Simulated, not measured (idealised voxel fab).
process module | voxel air gaps
cross-section cut | 280 nm wide | cells 5 nm
A cross-section is a grid of square cells, given in bands from the top down. A band is one or more rows of cells.
Each band's line starts with the height of the band's top and of its bottom, in nm. Then come its materials from left to right, each with its width in nm. One material with "throughout" fills the band from edge to edge. "air" is empty space.
Height 0 is the level under which the wafer as received is all one material. The lowest band goes on downwards, as in "0 down".
A width such as "30 to 40" changes by the same amount from each row of cells to the next, from the band's top row to its bottom row.
"no change" after a step means that no cell of the cross-section changed.
closed voids: empty space of 8 cells or more with no open way to the top, each as width x height at its distance from the left edge, in nm
after a step's settings: what the simulator itself notes on the step
overlay nm, on a step with a mask: how far to the right of its planned place the mask lay; to the left if negative
plan
1 op RECEIVE | material Si
2 op CONFORMAL_DEP | material SiO2 | thk nm 10
3 op CONFORMAL_DEP | material SiCN | thk nm 5
4 op DIRECTIONAL_DEP | material lowk | thk nm 40
5 op DIRECTIONAL_DEP | material aC | thk nm 15
6 op PATTERN | tone open | mask id LINES | material resist | width nm 25 | pitch nm 50 | thk nm 30 | overlay nm 0
7 op DIRECTIONAL_ETCH | etch materials aC | depth nm 15
8 op STRIP | etch materials resist
9 op DIRECTIONAL_ETCH | etch materials lowk | depth nm 40
10 op STRIP | etch materials aC
11 op CONFORMAL_DEP | material TiN | thk nm 5
12 op FILL_DEP | material Ru | thk nm 10
13 op CMP | height nm 55
14 op EPI | material Ru | thk nm 10
15 op SELECTIVE_ETCH | etch materials lowk | depth nm 50
16 op CONFORMAL_DEP | material SiCN | thk nm 5
first wafer, as planned
as received, after step 1
  0 down: Si throughout
  closed voids: none
after step 2
  10 to 0: SiO2 throughout
  below 0: unchanged
after step 3
  15 to 10: SiCN throughout
  below 10: unchanged
after step 4
  55 to 15: lowk throughout
  below 15: unchanged
after step 5
  70 to 55: aC throughout
  below 55: unchanged
after step 6
  100 to 70: resist 75 | air 25 | resist 25 | air 25 | resist 25 | air 25 | resist 80
  below 70: unchanged
after step 7
  85 to 70: resist 75 | air 25 | resist 25 | air 25 | resist 25 | air 25 | resist 80
  70 to 55: aC 75 | air 25 | aC 25 | air 25 | aC 25 | air 25 | aC 80
  below 55: unchanged
after step 8
  70 to 55: aC 75 | air 25 | aC 25 | air 25 | aC 25 | air 25 | aC 80
  below 55: unchanged
after step 9
  70 to 55: aC 75 | air 25 | aC 25 | air 25 | aC 25 | air 25 | aC 80
  55 to 15: lowk 75 | air 25 | lowk 25 | air 25 | lowk 25 | air 25 | lowk 80
  below 15: unchanged
after step 10
  55 to 15: lowk 75 | air 25 | lowk 25 | air 25 | lowk 25 | air 25 | lowk 80
  below 15: unchanged
after step 11
  60 to 55: TiN 80 | air 15 | TiN 35 | air 15 | TiN 35 | air 15 | TiN 85
  55 to 20: lowk 75 | TiN 5 | air 15 | TiN 5 | lowk 25 | TiN 5 | air 15 | TiN 5 | lowk 25 | TiN 5 | air 15 | TiN 5 | lowk 80
  20 to 15: lowk 75 | TiN 25 | lowk 25 | TiN 25 | lowk 25 | TiN 25 | lowk 80
  below 15: unchanged
after step 12
  70 to 60: Ru throughout
  60 to 55: TiN 80 | Ru 15 | TiN 35 | Ru 15 | TiN 35 | Ru 15 | TiN 85
  55 to 20: lowk 75 | TiN 5 | Ru 15 | TiN 5 | lowk 25 | TiN 5 | Ru 15 | TiN 5 | lowk 25 | TiN 5 | Ru 15 | TiN 5 | lowk 80
  below 20: unchanged
after step 13
  55 to 20: lowk 75 | TiN 5 | Ru 15 | TiN 5 | lowk 25 | TiN 5 | Ru 15 | TiN 5 | lowk 25 | TiN 5 | Ru 15 | TiN 5 | lowk 80
  below 20: unchanged
after step 14
  65 to 55: air 65 | Ru 45 | air 5 | Ru 45 | air 5 | Ru 45 | air 70
  below 55: unchanged
after step 15
  65 to 55: air 65 | Ru 45 | air 5 | Ru 45 | air 5 | Ru 45 | air 70
  55 to 20: air 75 | TiN 5 | Ru 15 | TiN 5 | air 25 | TiN 5 | Ru 15 | TiN 5 | air 25 | TiN 5 | Ru 15 | TiN 5 | air 80
  20 to 15: air 75 | TiN 25 | air 25 | TiN 25 | air 25 | TiN 25 | air 80
  below 15: unchanged
after step 16
  70 to 65: air 60 | SiCN 155 | air 65
  65 to 55: air 60 | SiCN 5 | Ru 45 | SiCN 5 | Ru 45 | SiCN 5 | Ru 45 | SiCN 5 | air 65
  55 to 50: air 60 | SiCN 15 | TiN 5 | Ru 15 | TiN 5 | SiCN 25 | TiN 5 | Ru 15 | TiN 5 | SiCN 25 | TiN 5 | Ru 15 | TiN 5 | SiCN 15 | air 65
  50 to 20: air 70 | SiCN 5 | TiN 5 | Ru 15 | TiN 5 | SiCN 5 | air 15 | SiCN 5 | TiN 5 | Ru 15 | TiN 5 | SiCN 5 | air 15 | SiCN 5 | TiN 5 | Ru 15 | TiN 5 | SiCN 5 | air 75
  20 to 15: SiCN 75 | TiN 25 | SiCN 25 | TiN 25 | SiCN 25 | TiN 25 | SiCN 80
  below 15: unchanged
  closed voids: 15 x 30 at 105; 15 x 30 at 155
second wafer: like start, like plan, one mistake. Through step 2 it matches the first wafer
when step 3 should have ended: no change
when step 4 should have ended
  50 to 10: lowk throughout
  below 10: unchanged
when step 5 should have ended
  65 to 50: aC throughout
  below 50: unchanged
when step 6 should have ended
  95 to 65: resist 75 | air 25 | resist 25 | air 25 | resist 25 | air 25 | resist 80
  below 65: unchanged
when step 7 should have ended
  80 to 65: resist 75 | air 25 | resist 25 | air 25 | resist 25 | air 25 | resist 80
  65 to 50: aC 75 | air 25 | aC 25 | air 25 | aC 25 | air 25 | aC 80
  below 50: unchanged
when step 8 should have ended
  65 to 50: aC 75 | air 25 | aC 25 | air 25 | aC 25 | air 25 | aC 80
  below 50: unchanged
when step 9 should have ended
  65 to 50: aC 75 | air 25 | aC 25 | air 25 | aC 25 | air 25 | aC 80
  50 to 10: lowk 75 | air 25 | lowk 25 | air 25 | lowk 25 | air 25 | lowk 80
  below 10: unchanged
when step 10 should have ended
  50 to 10: lowk 75 | air 25 | lowk 25 | air 25 | lowk 25 | air 25 | lowk 80
  below 10: unchanged
when step 11 should have ended
  55 to 50: TiN 80 | air 15 | TiN 35 | air 15 | TiN 35 | air 15 | TiN 85
  50 to 15: lowk 75 | TiN 5 | air 15 | TiN 5 | lowk 25 | TiN 5 | air 15 | TiN 5 | lowk 25 | TiN 5 | air 15 | TiN 5 | lowk 80
  15 to 10: lowk 75 | TiN 25 | lowk 25 | TiN 25 | lowk 25 | TiN 25 | lowk 80
  below 10: unchanged
when step 12 should have ended
  65 to 55: Ru throughout
  55 to 50: TiN 80 | Ru 15 | TiN 35 | Ru 15 | TiN 35 | Ru 15 | TiN 85
  50 to 15: lowk 75 | TiN 5 | Ru 15 | TiN 5 | lowk 25 | TiN 5 | Ru 15 | TiN 5 | lowk 25 | TiN 5 | Ru 15 | TiN 5 | lowk 80
  below 15: unchanged
when step 13 should have ended
  55 to 50: TiN 80 | Ru 15 | TiN 35 | Ru 15 | TiN 35 | Ru 15 | TiN 85
  below 50: unchanged
when step 14 should have ended
  65 to 55: Ru throughout
  below 55: unchanged
when step 15 should have ended: no change
when step 16 should have ended
  70 to 65: SiCN throughout
  below 65: unchanged
what went wrong: step 3 was left out
at the end the second wafer has, in cells: 67 more of Ru | 132 fewer of SiCN | 47 more of TiN | 328 more of lowk
closed voids at the end (first wafer, second wafer): 2, 0
